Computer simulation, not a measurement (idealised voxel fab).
The document below concerns the process module designated voxel transistor to metal.
285 nm wide, 5 nm square cells: that's cross-section cut.
Cross-section = grid of square cells, listed top down in bands; band = one or more rows.
Look at the band entry: it leads with the top's height and the bottom's height in nm. Then it lists the materials left to right, with a width in nm for each. The word "all across" on a single material says that material fills the band edge to edge. The word "empty" is empty space.
Heights are reckoned from 0. Under this level, the received wafer is all of one material. The bottommost band is open-ended downward, for example "0..down".
So if you see something like "30->40" for the width, read it as the top row of the band sitting at the first number and the bottom row at the second, with every row in between moving by the same amount as the last.
For the purposes of this document, the phrase "no change occurred" attached to a step denotes that no cell within the cross-section was modified by that step.
The list in "Closed void register" covers empty spaces of 8 cells or more that cannot reach the top through any open way, and it gives each as width x height at distance; the distance is from the left edge, and width, height and distance are in nm.
Note: text after step settings on the step line = simulator remark on that step.
The line of a step may include "overlay nm". On a step with a mask, this value is how far to the right of its planned place the mask lay. A negative value means the mask lay to the left.
[Here's what the planned process steps look like]
1) RECEIVE,material Si
2) OXIDIZE,depth nm 5
3) CONFORMAL_DEP,material SiN,thk nm 10
4) MASKED_ETCH,tone cover,mask id ACTIVE,width nm 100,pitch nm 130,etch materials SiN,depth nm 10,overlay nm 0
5) MASKED_ETCH,tone cover,mask id ACTIVE,width nm 100,pitch nm 130,etch materials SiO2,depth nm 5,overlay nm 0
6) MASKED_ETCH,tone cover,mask id ACTIVE,width nm 100,pitch nm 130,etch materials Si,depth nm 30,overlay nm 0
7) FILL_DEP,material SiO2,thk nm 5
8) CMP,height nm 10
9) SELECTIVE_ETCH,etch materials SiO2,depth nm 5
10) STRIP,etch materials SiN
11) SELECTIVE_ETCH,etch materials SiO2,depth nm 5
12) OXIDIZE,depth nm 5
13) DIRECTIONAL_DEP,material polySi,thk nm 25
14) DIRECTIONAL_DEP,material SiCN,thk nm 15
15) DIRECTIONAL_DEP,material aC,thk nm 15
16) PATTERN,tone cover,mask id GATE,material resist,width nm 20,pitch nm 130,thk nm 35,overlay nm 0
17) DIRECTIONAL_ETCH,etch materials aC,depth nm 15
18) STRIP,etch materials resist
19) DIRECTIONAL_ETCH,etch materials SiCN,depth nm 25
20) DIRECTIONAL_ETCH,etch materials polySi,depth nm 35
21) STRIP,etch materials aC
22) CONFORMAL_DEP,material SiO2,thk nm 5
23) DIRECTIONAL_ETCH,etch materials SiO2,depth nm 5
24) CONFORMAL_DEP,material SiN,thk nm 10
25) DIRECTIONAL_ETCH,etch materials SiN,depth nm 10
26) DIRECTIONAL_ETCH,etch materials SiO2,depth nm 5
27) EPI,material pSi,thk nm 5
28) FILL_DEP,material SiO2,thk nm 10
29) CMP,height nm 35
30) DIRECTIONAL_DEP,material SiO2,thk nm 15
31) PATTERN,tone open,mask id CONTACT,material resist,width nm 15,pitch nm 65,thk nm 20,overlay nm 0
32) DIRECTIONAL_ETCH,etch materials SiO2,depth nm 55
33) STRIP,etch materials resist
34) CONFORMAL_DEP,material TiN,thk nm 5
35) FILL_DEP,material Ru,thk nm 5
36) CMP,height nm 50
37) CONFORMAL_DEP,material SiCN,thk nm 5
38) DIRECTIONAL_DEP,material lowk,thk nm 20
39) PATTERN,tone open,mask id METAL_1,material resist,width nm 15,pitch nm 65,thk nm 15,overlay nm 0
40) DIRECTIONAL_ETCH,etch materials lowk,depth nm 20
41) DIRECTIONAL_ETCH,etch materials SiCN,depth nm 5
42) STRIP,etch materials resist
43) CONFORMAL_DEP,material TiN,thk nm 5
44) FILL_DEP,material W,thk nm 10
45) CMP,height nm 75
46) EPI,material Ru,thk nm 5
47) FILL_DEP,material SiCN,thk nm 5
[Cross-section: wafer on arrival = after step 1]
- 0..down  Si all across
- Closed void register: none
[Final wafer profile in cross-section after the module, from the same start and plan as above, with one mistake made during processing]
- 85..80  SiCN all across
- 80..75  SiCN (30) | Ru (25) | SiCN (40) | Ru (25) | SiCN (40) | Ru (25) | SiCN (40) | Ru (25) | SiCN (35)
- 75..55  lowk (35) | TiN (5) | W (5) | TiN (5) | lowk (50) | TiN (5) | W (5) | TiN (5) | lowk (50) | TiN (5) | W (5) | TiN (5) | lowk (50) | TiN (5) | W (5) | TiN (5) | lowk (40)
- 55..50  SiCN (35) | TiN (15) | SiCN (50) | TiN (15) | SiCN (50) | TiN (15) | SiCN (50) | TiN (15) | SiCN (40)
- 50..25  SiO2 (35) | TiN (5) | Ru (5) | TiN (5) | SiO2 (50) | TiN (5) | Ru (5) | TiN (5) | SiO2 (50) | TiN (5) | Ru (5) | TiN (5) | SiO2 (50) | TiN (5) | Ru (5) | TiN (5) | SiO2 (40)
- 25..10  SiO2 (35) | TiN (5) | Ru (5) | TiN (5) | SiN (10) | SiO2 (5) | SiCN (20) | SiO2 (5) | SiN (10) | TiN (5) | Ru (5) | TiN (5) | SiO2 (50) | TiN (5) | Ru (5) | TiN (5) | SiN (10) | SiO2 (5) | SiCN (20) | SiO2 (5) | SiN (10) | TiN (5) | Ru (5) | TiN (5) | SiO2 (40)
- 10..0  SiO2 (35) | TiN (5) | Ru (5) | TiN (5) | SiN (10) | SiO2 (5) | polySi (20) | SiO2 (5) | SiN (10) | TiN (5) | Ru (5) | TiN (5) | SiO2 (50) | TiN (5) | Ru (5) | TiN (5) | SiN (10) | SiO2 (5) | polySi (20) | SiO2 (5) | SiN (10) | TiN (5) | Ru (5) | TiN (5) | SiO2 (40)
- 0..-5  SiO2 (25) | SiN (10) | TiN (15) | SiN (10) | SiO2 (5) | polySi (20) | SiO2 (5) | SiN (10) | TiN (15) | SiN (10) | SiO2 (30) | SiN (10) | TiN (15) | SiN (10) | SiO2 (5) | polySi (20) | SiO2 (5) | SiN (10) | TiN (15) | SiN (10) | SiO2 (30)
- -5..-10  SiO2 (35) | pSi (15) | SiO2 (50) | pSi (15) | SiO2 (50) | pSi (15) | SiO2 (50) | pSi (15) | SiO2 (40)
- -10..-35  SiO2 (25) | Si (100) | SiO2 (30) | Si (100) | SiO2 (30)
- -35..down  Si all across
- Closed void register: none
What broke from the plan during processing? off-plan run, step 13, actual operation and settings DIRECTIONAL_DEP,material polySi,thk nm 15
